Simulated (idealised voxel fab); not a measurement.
The process module that follows is named voxel released beams.
Displayed cross-section: cut, width of 225 nm, square cells sized 5 nm.
Cross-section format: a grid of square cells, given as bands from top to bottom; each band is one or more rows of cells.
Band entry format. Leading values: height of top, height of bottom, nm. Remainder: materials in left-to-right order, each with its width in nm. Special words: "all across" on a single material, which then fills the band edge to edge; "blank", empty space.
Heights from 0 (as-received wafer is one material below). Bottom band endless downward, as "z 0 and below".
Quick explanation for "30->40": the width changes in equal steps down the rows of cells, from the first number in the band's top row to the second number in its bottom row.
Key: "stayed the same" - step with no changed cell in the cross-section.
So "Entrapped void list" is basically the list of trapped voids: any empty space of 8 cells or more that can't reach the top through an opening. They're written width x height at distance, the distance being from the left edge, and it's all nm.
What comes after the settings on a step's line is commentary from the simulator itself on that step.
You can add "overlay nm" to a step's line. For a step with a mask, it describes how far the mask lay to the right of its planned position, and a negative number describes a lay to the left.

HERE'S WHAT THE PLANNED PROCESS STEPS LOOK LIKE
1,RECEIVE: material Si
2,CONFORMAL_DEP: material Al2O3, thk nm 5
3,DIRECTIONAL_DEP: material SiO2, thk nm 15
4,MASKED_ETCH: tone open, mask id ANCHOR, width nm 35, etch materials SiO2, depth nm 15, overlay nm 0
5,CONFORMAL_DEP: material SiN, thk nm 10
6,MASKED_ETCH: tone cover, mask id BEAM, width nm 100, etch materials SiN, depth nm 10, overlay nm 0
7,STRIP: etch materials SiO2

AS RECEIVED (POST STEP 1): CROSS-SECTION
    z 0 and below: Si all across
    Entrapped void list: none

FIRST WAFER AT THE END, AS PLANNED
    z 30 to 20: 60 blank, 15 SiN, 15 blank, 70 SiN, 65 blank
    z 20 to 15: 65 blank, 10 SiN, 15 blank, 10 SiN, 125 blank
    z 15 to 5: 65 blank, 35 SiN, 125 blank
    z 5 to 0: Al2O3 all across
    z 0 and below: Si all across
    Entrapped void list: none

WAFER TWO (OF TWO), END-OF-MODULE CROSS-SECTION: START = WAFER ONE, PLAN = WAFER ONE, ONE RUN MISTAKE
    z 25 to 15: 60 blank, 15 SiN, 15 blank, 70 SiN, 65 blank
    z 15 to 10: 65 blank, 10 SiN, 15 blank, 10 SiN, 125 blank
    z 10 to 0: 65 blank, 35 SiN, 125 blank
    z 0 and below: Si all across
    Entrapped void list: none
What broke from the plan during processing? the run left out plan step 2 entirely, so it was never executed
Final cells, second wafer relative to first, materials higher or lower: Al2O3: 45 fewer
